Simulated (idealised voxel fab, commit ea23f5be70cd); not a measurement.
Documented hereafter: the process module known as voxel transistor to metal.
Square cells of 5 nm make up the cross-section cut, whose width is 205 nm.
In what follows, cross-sections appear as grids of square cells, described through bands that run from the top down, where every band is one or more rows of cells.
Band: top and bottom heights (nm) first, top before bottom; then materials from left to right, widths in nm. "all across" marks a sole material filling the band edge to edge. "empty" denotes empty space.
Heights are measured from 0, the level below which the as-received wafer is all one material; the lowest band has no bottom and continues downward, written as in "0 down".
Width: "30 to 40" (first number = top row, second number = bottom row, same change from row to row of cells).
Basically "remained unchanged" means that step didn't change any cell in the cross-section.
Entry "Completely enclosed voids". Content: empty spaces with no open connection to the top, size 8 cells or greater. Each: width x height at distance. Distance: from left edge. Unit: nm.
Anything after a step's settings on that line? It's the simulator's own note about the step.
Among the settings permitted on a step's line is "overlay nm"; applied to a step with a mask, it specifies the extent to which the mask lay to the right of its planned position, whereas a negative figure signifies a position to the left.

# So here's the lineup of process steps we planned
1,RECEIVE (material Si)
2,CONFORMAL_DEP (material SiO2; thk nm 5)
3,CONFORMAL_DEP (material SiN; thk nm 15)
4,PATTERN (tone cover; mask id ACTIVE; material resist; width nm 115; thk nm 15; overlay nm 0)
5,DIRECTIONAL_ETCH (etch materials SiN; depth nm 15)
6,DIRECTIONAL_ETCH (etch materials SiO2; depth nm 5)
7,DIRECTIONAL_ETCH (etch materials Si; depth nm 35)
8,STRIP (etch materials resist)
9,OXIDIZE (depth nm 5)
10,FILL_DEP (material SiO2; thk nm 5)
11,CMP (height nm 20)
12,SELECTIVE_ETCH (etch materials SiO2; depth nm 10)
13,STRIP (etch materials SiN)
14,SELECTIVE_ETCH (etch materials SiO2; depth nm 5)
15,OXIDIZE (depth nm 5)
16,DIRECTIONAL_DEP (material polySi; thk nm 20)
17,DIRECTIONAL_DEP (material SiCN; thk nm 15)
18,PATTERN (tone cover; mask id GATE; material resist; width nm 35; thk nm 15; overlay nm 0)
19,DIRECTIONAL_ETCH (etch materials SiCN; depth nm 25)
20,DIRECTIONAL_ETCH (etch materials polySi; depth nm 30)
21,STRIP (etch materials resist)
22,CONFORMAL_DEP (material SiN; thk nm 5)
23,DIRECTIONAL_ETCH (etch materials SiN; depth nm 5)
24,DIRECTIONAL_ETCH (etch materials SiO2; depth nm 5)
25,DIRECTIONAL_ETCH (etch materials Si; depth nm 5)
26,EPI (material nSi; thk nm 10)
27,FILL_DEP (material SiO2; thk nm 10)
28,CMP (height nm 20)
29,STRIP (etch materials polySi)
30,SELECTIVE_ETCH (etch materials SiO2; depth nm 5)
31,CONFORMAL_DEP (material HfO2; thk nm 5)
32,CONFORMAL_DEP (material TiN; thk nm 5)
33,FILL_DEP (material W; thk nm 5)
34,CMP (height nm 15)
35,DIRECTIONAL_DEP (material SiO2; thk nm 10)
36,MASKED_ETCH (tone open; mask id CONTACT; width nm 20; pitch nm 85; etch materials SiO2; depth nm 25; overlay nm 0)
37,CONFORMAL_DEP (material TiN; thk nm 5)
38,FILL_DEP (material Ru; thk nm 5)
39,CMP (height nm 25)
40,CONFORMAL_DEP (material SiCN; thk nm 5)
41,DIRECTIONAL_DEP (material lowk; thk nm 25)
42,MASKED_ETCH (tone open; mask id METAL_1; width nm 20; pitch nm 85; etch materials lowk; depth nm 25; overlay nm 0)
43,MASKED_ETCH (tone open; mask id METAL_1; width nm 20; pitch nm 85; etch materials SiCN; depth nm 5; overlay nm 0)
44,CONFORMAL_DEP (material TiN; thk nm 5)
45,FILL_DEP (material Cu; thk nm 5)
46,CMP (height nm 55)
47,CONFORMAL_DEP (material SiCN; thk nm 5)
48,DIRECTIONAL_DEP (material lowk; thk nm 30)
49,DIRECTIONAL_DEP (material aC; thk nm 10)
50,PATTERN (tone open; mask id METAL_2_HOLES; material resist; width nm 15; pitch nm 85; thk nm 25; overlay nm 0)
51,DIRECTIONAL_ETCH (etch materials aC; depth nm 10)
52,STRIP (etch materials resist)
53,DIRECTIONAL_ETCH (etch materials lowk; depth nm 30)
54,STRIP (etch materials aC)
55,DIRECTIONAL_DEP (material aC; thk nm 10)
56,PATTERN (tone open; mask id METAL_2; material resist; width nm 20; pitch nm 85; thk nm 25; overlay nm 0)
57,DIRECTIONAL_ETCH (etch materials aC; depth nm 10)
58,STRIP (etch materials resist)
59,DIRECTIONAL_ETCH (etch materials lowk; depth nm 15)
60,DIRECTIONAL_ETCH (etch materials SiCN; depth nm 5)
61,STRIP (etch materials aC)
62,CONFORMAL_DEP (material TiN; thk nm 5)
63,FILL_DEP (material Cu; thk nm 5)
64,CMP (height nm 90)
65,CONFORMAL_DEP (material SiN; thk nm 5)

# Cross-section of the wafer as it came to us, i.e., already through step 1
- 0 down: Si all across
- Completely enclosed voids: none

# a wafer at the end: this start, this plan, one mistake
- 95 to 90: SiN all across
- 90 to 80: 50 of lowk  5 of TiN  10 of Cu  5 of TiN  65 of lowk  5 of TiN  10 of Cu  5 of TiN  50 of lowk
- 80 to 75: 50 of lowk  5 of TiN  5 of Cu  10 of TiN  65 of lowk  5 of TiN  5 of Cu  10 of TiN  50 of lowk
- 75 to 60: 50 of lowk  5 of TiN  5 of Cu  5 of TiN  70 of lowk  5 of TiN  5 of Cu  5 of TiN  55 of lowk
- 60 to 55: 50 of SiCN  15 of TiN  70 of SiCN  15 of TiN  55 of SiCN
- 55 to 30: 50 of lowk  5 of TiN  10 of Cu  5 of TiN  65 of lowk  5 of TiN  10 of Cu  5 of TiN  50 of lowk
- 30 to 25: 50 of SiCN  20 of TiN  65 of SiCN  20 of TiN  50 of SiCN
- 25 to 15: 50 of SiO2  5 of TiN  10 of Ru  5 of TiN  65 of SiO2  5 of TiN  10 of Ru  5 of TiN  50 of SiO2
- 15 to 5: 50 of SiO2  5 of TiN  10 of Ru  5 of TiN  10 of SiO2  5 of SiN  5 of TiN  5 of HfO2  15 of W  5 of HfO2  5 of TiN  5 of SiN  10 of SiO2  5 of TiN  10 of Ru  5 of TiN  50 of SiO2
- 5 to 0: 40 of SiO2  5 of SiN  5 of SiO2  20 of TiN  10 of nSi  5 of SiN  5 of TiN  25 of HfO2  5 of TiN  5 of SiN  10 of nSi  20 of TiN  5 of SiO2  5 of SiN  40 of SiO2
- 0 to -5: 45 of SiO2  35 of nSi  45 of TiN  35 of nSi  45 of SiO2
- -5 to -10: 50 of SiO2  30 of nSi  45 of Si  30 of nSi  50 of SiO2
- -10 to -40: 50 of SiO2  105 of Si  50 of SiO2
- -40 down: Si all across
- Completely enclosed voids: none
What was the processing mistake? contrary to the plan, steps 31 and 32 were processed in exchanged order
